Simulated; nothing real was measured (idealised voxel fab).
This section sets out a process module, namely voxel ribs on slabs.
Section shown: cut. Width: 285 nm. Cell size: 5 nm, square.
For the purposes of this document, a cross-section shall be understood as a grid of square cells, specified as bands listed in top-to-bottom order, each band consisting of one or more rows of cells. Each band's line starts with the height of the band's top and of its bottom, in nm. Then come its materials from left to right, each with its width in nm. One material with "full width" fills the band from edge to edge. "blank" is empty space. Measure heights from 0. That's the level where, below it, the as-received wafer is all one material. The lowest band is bottomless and extends downward; write it as in "0 -> down". A two-number width, for instance "30 to 40", indicates that the width is equal to the first number in the top row of the band and to the second number in the bottom row, and that it changes by a constant amount per row of cells. The designation "no alteration", where it is given for a processing step, indicates that no cell of the cross-section was altered in the course of that step. In "Closed-off voids" the enclosed voids are listed, meaning empty spaces of 8 cells or larger without any opening to the top. The form is width x height at distance, distance from the left edge, units nm. On a step's line, text after the settings is the simulator commenting on that step. For masked steps, "overlay nm" on the step line gives how far right of plan the mask actually lay; a minus sign means it lay to the left.
# List of planned process steps
| 1 | RECEIVE with material Si |
| 2 | DIRECTIONAL_DEP with material SiO2, thk nm 20 |
| 3 | DIRECTIONAL_DEP with material polySi, thk nm 25 |
| 4 | PATTERN with tone cover, mask id RIB, material resist, width nm 30, thk nm 15, overlay nm 0 |
| 5 | DIRECTIONAL_ETCH with etch materials polySi, depth nm 10 |
| 6 | STRIP with etch materials resist |
| 7 | DIRECTIONAL_DEP with material aC, thk nm 10 |
| 8 | PATTERN with tone cover, mask id SLAB, material resist, width nm 90, thk nm 30, overlay nm 0 |
| 9 | DIRECTIONAL_ETCH with etch materials aC, depth nm 10 |
| 10 | STRIP with etch materials resist |
| 11 | DIRECTIONAL_ETCH with etch materials polySi, depth nm 15 |
| 12 | STRIP with etch materials aC |
| 13 | FILL_DEP with material SiO2, thk nm 20 |
| 14 | CMP with height nm 60 |
| 15 | DIRECTIONAL_DEP with material W, thk nm 5 |
| 16 | MASKED_ETCH with tone cover, mask id HEATER, width nm 40, etch materials W, depth nm 5, overlay nm 0 |
| 17 | CONFORMAL_DEP with material SiO2, thk nm 10 |
# The first of a set of two wafers, run to plan
# Incoming wafer in cross-section (state: after step 1)
> 0 -> down: Si full width
> Closed-off voids: none
# So this is the wafer cross-section right after step 2
> 20 -> 0: SiO2 full width
> Rest of section, below 0: as before.
# So this is the wafer cross-section right after step 3
> 45 -> 20: polySi full width
> Rest of section, below 20: as before.
# So this is the wafer cross-section right after step 4
> 60 -> 45: blank=125; resist=30; blank=130
> Rest of section, below 45: as before.
# So this is the wafer cross-section right after step 5
> 60 -> 45: blank=125; resist=30; blank=130
> 45 -> 35: blank=125; polySi=30; blank=130
> Rest of section, below 35: as before.
# So this is the wafer cross-section right after step 6
> 45 -> 35: blank=125; polySi=30; blank=130
> Rest of section, below 35: as before.
# So this is the wafer cross-section right after step 7
> 55 -> 45: blank=125; aC=30; blank=130
> 45 -> 35: aC=125; polySi=30; aC=130
> Rest of section, below 35: as before.
# So this is the wafer cross-section right after step 8
> 85 -> 55: blank=95; resist=90; blank=100
> 55 -> 45: blank=95; resist=30; aC=30; resist=30; blank=100
> Rest of section, below 45: as before.
# So this is the wafer cross-section right after step 9
> 75 -> 55: blank=95; resist=90; blank=100
> 55 -> 45: blank=95; resist=30; aC=30; resist=30; blank=100
> 45 -> 35: blank=95; aC=30; polySi=30; aC=30; blank=100
> Rest of section, below 35: as before.
# So this is the wafer cross-section right after step 10
> 55 -> 45: blank=125; aC=30; blank=130
> Rest of section, below 45: as before.
# So this is the wafer cross-section right after step 11
> 55 -> 45: blank=125; aC=30; blank=130
> 45 -> 35: blank=95; aC=30; polySi=30; aC=30; blank=100
> 35 -> 20: blank=95; polySi=90; blank=100
> Rest of section, below 20: as before.
# So this is the wafer cross-section right after step 12
> 45 -> 35: blank=125; polySi=30; blank=130
> Rest of section, below 35: as before.
# So this is the wafer cross-section right after step 13
> 65 -> 45: SiO2 full width
> 45 -> 35: SiO2=125; polySi=30; SiO2=130
> 35 -> 20: SiO2=95; polySi=90; SiO2=100
> Rest of section, below 20: as before.
# So this is the wafer cross-section right after step 14
> 60 -> 45: SiO2 full width
> Rest of section, below 45: as before.
# So this is the wafer cross-section right after step 15
> 65 -> 60: W full width
> Rest of section, below 60: as before.
# So this is the wafer cross-section right after step 16
> 65 -> 60: blank=120; W=40; blank=125
> Rest of section, below 60: as before.
# So this is the wafer cross-section right after step 17
> 75 -> 70: blank=110; SiO2=60; blank=115
> 70 -> 65: SiO2 full width
> 65 -> 60: SiO2=120; W=40; SiO2=125
> Rest of section, below 60: as before.
# Okay, second wafer. Nothing different at the start, nothing different in the plan, just one mistake somewhere in the running. As far as step 7, counting that step, it's the first wafer all over again
# when step 8 should have ended
> 85 -> 55: blank=100; resist=90; blank=95
> 55 -> 45: blank=100; resist=25; aC=30; resist=35; blank=95
> Rest of section, below 45: as before.
# when step 9 should have ended
> 75 -> 55: blank=100; resist=90; blank=95
> 55 -> 45: blank=100; resist=25; aC=30; resist=35; blank=95
> 45 -> 35: blank=100; aC=25; polySi=30; aC=35; blank=95
> Rest of section, below 35: as before.
# when step 10 should have ended
> 55 -> 45: blank=125; aC=30; blank=130
> Rest of section, below 45: as before.
# when step 11 should have ended
> 55 -> 45: blank=125; aC=30; blank=130
> 45 -> 35: blank=100; aC=25; polySi=30; aC=35; blank=95
> 35 -> 20: blank=100; polySi=90; blank=95
> Rest of section, below 20: as before.
# when step 12 should have ended
> 45 -> 35: blank=125; polySi=30; blank=130
> Rest of section, below 35: as before.
# when step 13 should have ended
> 65 -> 45: SiO2 full width
> 45 -> 35: SiO2=125; polySi=30; SiO2=130
> 35 -> 20: SiO2=100; polySi=90; SiO2=95
> Rest of section, below 20: as before.
# when step 14 should have ended
> 60 -> 45: SiO2 full width
> Rest of section, below 45: as before.
# when step 15 should have ended
> 65 -> 60: W full width
> Rest of section, below 60: as before.
# when step 16 should have ended
> 65 -> 60: blank=120; W=40; blank=125
> Rest of section, below 60: as before.
# when step 17 should have ended
> 75 -> 70: blank=110; SiO2=60; blank=115
> 70 -> 65: SiO2 full width
> 65 -> 60: SiO2=120; W=40; SiO2=125
> Rest of section, below 60: as before.
Want to know what went wrong? step 8 did not happen as planned, as run it was PATTERN with tone cover, mask id SLAB, material resist, width nm 90, thk nm 30, overlay nm 5
Cell counts per material: same on both final wafers. Positions: different.
